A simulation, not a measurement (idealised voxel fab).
process module | voxel gate over fins
cross-section cut | 295 nm wide | cells 5 nm
A cross-section is a grid of square cells, given in bands from the top down. A band is one or more rows of cells.
Each band's line starts with the height of the band's top and of its bottom, in nm. Then come its materials from left to right, each with its width in nm. One material with "throughout" fills the band from edge to edge. "air" is empty space.
Height 0 is the level under which the wafer as received is all one material. The lowest band goes on downwards, as in "0 down".
A width such as "30 to 40" changes by the same amount from each row of cells to the next, from the band's top row to its bottom row.
"no change" after a step means that no cell of the cross-section changed.
closed voids: empty space of 8 cells or more with no open way to the top, each as width x height at its distance from the left edge, in nm
after a step's settings: what the simulator itself notes on the step
overlay nm, on a step with a mask: how far to the right of its planned place the mask lay; to the left if negative
plan
1 op RECEIVE | material Si
2 op CONFORMAL_DEP | material SiN | thk nm 10
3 op MASKED_ETCH | tone cover | mask id FINS | width nm 15 | pitch nm 55 | etch materials SiN | depth nm 10 | overlay nm 0
4 op MASKED_ETCH | tone cover | mask id FINS | width nm 15 | pitch nm 55 | etch materials Si | depth nm 30 | overlay nm 0
5 op OXIDIZE | depth nm 5
6 op FILL_DEP | material SiO2 | thk nm 5
7 op CMP | height nm 10
8 op MASKED_ETCH | tone open | mask id RAIL | width nm 15 | etch materials SiO2 | depth nm 35 | overlay nm 0
9 op CONFORMAL_DEP | material TiN | thk nm 5
10 op FILL_DEP | material W | thk nm 10
11 op CMP | height nm 10
12 op SELECTIVE_ETCH | etch materials W Ru TiN | depth nm 30
13 op FILL_DEP | material SiO2 | thk nm 5
14 op CMP | height nm 10
15 op SELECTIVE_ETCH | etch materials SiO2 | depth nm 25
16 op STRIP | etch materials SiN
17 op CONFORMAL_DEP | material HfO2 | thk nm 5
18 op CONFORMAL_DEP | material TiN | thk nm 5
19 op FILL_DEP | material W | thk nm 10
20 op CMP | height nm 15
21 op CONFORMAL_DEP | material SiN | thk nm 5
first wafer, as planned
as received, after step 1
  0 down: Si throughout
  closed voids: none
after step 2
  10 to 0: SiN throughout
  below 0: unchanged
after step 3
  10 to 0: air 110 | SiN 15 | air 40 | SiN 15 | air 115
  below 0: unchanged
after step 4
  10 to 0: air 110 | SiN 15 | air 40 | SiN 15 | air 115
  0 to -30: air 110 | Si 15 | air 40 | Si 15 | air 115
  below -30: unchanged
after step 5
  10 to 0: air 110 | SiN 15 | air 40 | SiN 15 | air 115
  0 to -30: air 110 | SiO2 5 | Si 5 | SiO2 5 | air 40 | SiO2 5 | Si 5 | SiO2 5 | air 115
  -30 to -35: SiO2 115 | Si 5 | SiO2 50 | Si 5 | SiO2 120
  below -35: unchanged
after step 6
  15 to 10: SiO2 throughout
  10 to 0: SiO2 110 | SiN 15 | SiO2 40 | SiN 15 | SiO2 115
  0 to -35: SiO2 115 | Si 5 | SiO2 50 | Si 5 | SiO2 120
  below -35: unchanged
after step 7
  10 to 0: SiO2 110 | SiN 15 | SiO2 40 | SiN 15 | SiO2 115
  below 0: unchanged
after step 8
  10 to 0: SiO2 110 | SiN 15 | SiO2 10 | air 15 | SiO2 15 | SiN 15 | SiO2 115
  0 to -25: SiO2 115 | Si 5 | SiO2 15 | air 15 | SiO2 20 | Si 5 | SiO2 120
  below -25: unchanged
after step 9
  15 to 10: TiN 140 | air 5 | TiN 150
  10 to 0: SiO2 110 | SiN 15 | SiO2 10 | TiN 5 | air 5 | TiN 5 | SiO2 15 | SiN 15 | SiO2 115
  0 to -20: SiO2 115 | Si 5 | SiO2 15 | TiN 5 | air 5 | TiN 5 | SiO2 20 | Si 5 | SiO2 120
  -20 to -25: SiO2 115 | Si 5 | SiO2 15 | TiN 15 | SiO2 20 | Si 5 | SiO2 120
  below -25: unchanged
after step 10
  25 to 15: W throughout
  15 to 10: TiN 140 | W 5 | TiN 150
  10 to 0: SiO2 110 | SiN 15 | SiO2 10 | TiN 5 | W 5 | TiN 5 | SiO2 15 | SiN 15 | SiO2 115
  0 to -20: SiO2 115 | Si 5 | SiO2 15 | TiN 5 | W 5 | TiN 5 | SiO2 20 | Si 5 | SiO2 120
  below -20: unchanged
after step 11
  10 to 0: SiO2 110 | SiN 15 | SiO2 10 | TiN 5 | W 5 | TiN 5 | SiO2 15 | SiN 15 | SiO2 115
  below 0: unchanged
after step 12
  10 to 0: SiO2 110 | SiN 15 | SiO2 10 | air 15 | SiO2 15 | SiN 15 | SiO2 115
  0 to -20: SiO2 115 | Si 5 | SiO2 15 | air 15 | SiO2 20 | Si 5 | SiO2 120
  below -20: unchanged
after step 13
  15 to 10: SiO2 throughout
  10 to 0: SiO2 110 | SiN 15 | SiO2 40 | SiN 15 | SiO2 115
  0 to -20: SiO2 115 | Si 5 | SiO2 50 | Si 5 | SiO2 120
  below -20: unchanged
after step 14
  10 to 0: SiO2 110 | SiN 15 | SiO2 40 | SiN 15 | SiO2 115
  below 0: unchanged
after step 15
  10 to 0: air 110 | SiN 15 | air 40 | SiN 15 | air 115
  0 to -15: air 115 | Si 5 | air 50 | Si 5 | air 120
  below -15: unchanged
after step 16
  0 to -15: air 115 | Si 5 | air 50 | Si 5 | air 120
  below -15: unchanged
after step 17
  5 to 0: air 110 | HfO2 15 | air 40 | HfO2 15 | air 115
  0 to -10: air 110 | HfO2 5 | Si 5 | HfO2 5 | air 40 | HfO2 5 | Si 5 | HfO2 5 | air 115
  -10 to -15: HfO2 115 | Si 5 | HfO2 50 | Si 5 | HfO2 120
  below -15: unchanged
after step 18
  10 to 5: air 105 | TiN 25 | air 30 | TiN 25 | air 110
  5 to 0: air 105 | TiN 5 | HfO2 15 | TiN 5 | air 30 | TiN 5 | HfO2 15 | TiN 5 | air 110
  0 to -5: air 105 | TiN 5 | HfO2 5 | Si 5 | HfO2 5 | TiN 5 | air 30 | TiN 5 | HfO2 5 | Si 5 | HfO2 5 | TiN 5 | air 110
  -5 to -10: TiN 110 | HfO2 5 | Si 5 | HfO2 5 | TiN 40 | HfO2 5 | Si 5 | HfO2 5 | TiN 115
  below -10: unchanged
after step 19
  20 to 10: W throughout
  10 to 5: W 105 | TiN 25 | W 30 | TiN 25 | W 110
  5 to 0: W 105 | TiN 5 | HfO2 15 | TiN 5 | W 30 | TiN 5 | HfO2 15 | TiN 5 | W 110
  0 to -5: W 105 | TiN 5 | HfO2 5 | Si 5 | HfO2 5 | TiN 5 | W 30 | TiN 5 | HfO2 5 | Si 5 | HfO2 5 | TiN 5 | W 110
  below -5: unchanged
after step 20
  15 to 10: W throughout
  below 10: unchanged
after step 21
  20 to 15: SiN throughout
  below 15: unchanged
second wafer: like start, like plan, one mistake. Through step 17 it matches the first wafer
when step 18 should have ended
  20 to 5: air 95 | TiN 45 | air 10 | TiN 45 | air 100
  5 to 0: TiN 110 | HfO2 15 | TiN 40 | HfO2 15 | TiN 115
  0 to -10: TiN 110 | HfO2 5 | Si 5 | HfO2 5 | TiN 40 | HfO2 5 | Si 5 | HfO2 5 | TiN 115
  below -10: unchanged
when step 19 should have ended
  30 to 20: W throughout
  20 to 5: W 95 | TiN 45 | W 10 | TiN 45 | W 100
  below 5: unchanged
when step 20 should have ended
  15 to 5: W 95 | TiN 45 | W 10 | TiN 45 | W 100
  below 5: unchanged
when step 21 should have ended
  20 to 15: SiN throughout
  below 15: unchanged
what went wrong: step 18 ran as: op CONFORMAL_DEP | material TiN | thk nm 15
at the end the second wafer has, in cells: 124 more of TiN | 124 fewer of W
